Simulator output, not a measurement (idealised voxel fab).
The name of this process module is voxel gate over fins.
Displayed cross-section: cut, width of 215 nm, square cells sized 5 nm.
Square cells in a grid make up a cross-section in this document, and the grid is given as bands, listed from the top down, each one or more rows of cells.
Look at the band entry: it leads with the top's height and the bottom's height in nm. Then it lists the materials left to right, with a width in nm for each. The word "throughout" on a single material says that material fills the band edge to edge. The word "empty" is empty space.
A quick word on heights: they are counted from 0, and under that level the wafer as it came to us is one material throughout. The lowest band is different from the rest in having no bottom; it simply continues downward, written as in "0 and below".
Width "30..40": first value at the band's top row of cells, second value at its bottom row, equal change from row to row.
The cross-section has no changed cell in any step marked "all unchanged".
Under "Sealed voids" you'll find the enclosed gaps, the ones with no way out to the top, that are 8 cells or bigger; each reads width x height at distance, with distance counted from the left edge, everything in nm.
after a step's settings: what the simulator itself notes on the step
For masked steps, "overlay nm" on the step line gives how far right of plan the mask actually lay; a minus sign means it lay to the left.
# The planned process steps are enumerated hereunder
| 1 | RECEIVE,material Si |
| 2 | CONFORMAL_DEP,material SiN,thk nm 10 |
| 3 | PATTERN,tone cover,mask id FINS,material resist,width nm 15,pitch nm 40,thk nm 15,overlay nm 0 |
| 4 | DIRECTIONAL_ETCH,etch materials SiN,depth nm 10 |
| 5 | DIRECTIONAL_ETCH,etch materials Si,depth nm 40 |
| 6 | STRIP,etch materials resist |
| 7 | FILL_DEP,material SiO2,thk nm 15 |
| 8 | CMP,height nm 10 |
| 9 | SELECTIVE_ETCH,etch materials SiO2,depth nm 20 |
| 10 | STRIP,etch materials SiN |
| 11 | CONFORMAL_DEP,material HfO2,thk nm 5 |
| 12 | CONFORMAL_DEP,material TiN,thk nm 5 |
| 13 | CONFORMAL_DEP,material TiAl,thk nm 5 |
| 14 | CONFORMAL_DEP,material TiN,thk nm 5 |
| 15 | FILL_DEP,material W,thk nm 15 |
| 16 | CMP,height nm 30 |
| 17 | CONFORMAL_DEP,material SiN,thk nm 10 |
# Step 1 complete: cross-section of the wafer as received
* 0 and below  Si throughout
* Sealed voids: none
# Here's the wafer cut in cross-section after the module, started and planned just like above, except one thing was done wrong in the run
* 40 down to 30  TiAl throughout
* 30 down to 20  W throughout
* 20 down to 15  20 W; 175 TiN; 20 W
* 15 down to 10  20 W; 5 TiN; 165 TiAl; 5 TiN; 20 W
* 10 down to 5  25 TiN; 5 TiAl; 35 TiN; 5 TiAl; 35 TiN; 5 TiAl; 35 TiN; 5 TiAl; 35 TiN; 5 TiAl; 25 TiN
* 5 down to 0  30 TiAl; 5 TiN; 25 HfO2; 5 TiN; 5 TiAl; 5 TiN; 25 HfO2; 5 TiN; 5 TiAl; 5 TiN; 25 HfO2; 5 TiN; 5 TiAl; 5 TiN; 25 HfO2; 5 TiN; 30 TiAl
* 0 down to -5  35 TiN; 5 HfO2; 15 Si; 5 HfO2; 15 TiN; 5 HfO2; 15 Si; 5 HfO2; 15 TiN; 5 HfO2; 15 Si; 5 HfO2; 15 TiN; 5 HfO2; 15 Si; 5 HfO2; 35 TiN
* -5 down to -10  40 HfO2; 15 Si; 25 HfO2; 15 Si; 25 HfO2; 15 Si; 25 HfO2; 15 Si; 40 HfO2
* -10 down to -40  40 SiO2; 15 Si; 25 SiO2; 15 Si; 25 SiO2; 15 Si; 25 SiO2; 15 Si; 40 SiO2
* -40 and below  Si throughout
* Sealed voids: none
Where did the run depart from the plan? step 17 did not happen as planned, as run it was CONFORMAL_DEP,material TiAl,thk nm 10
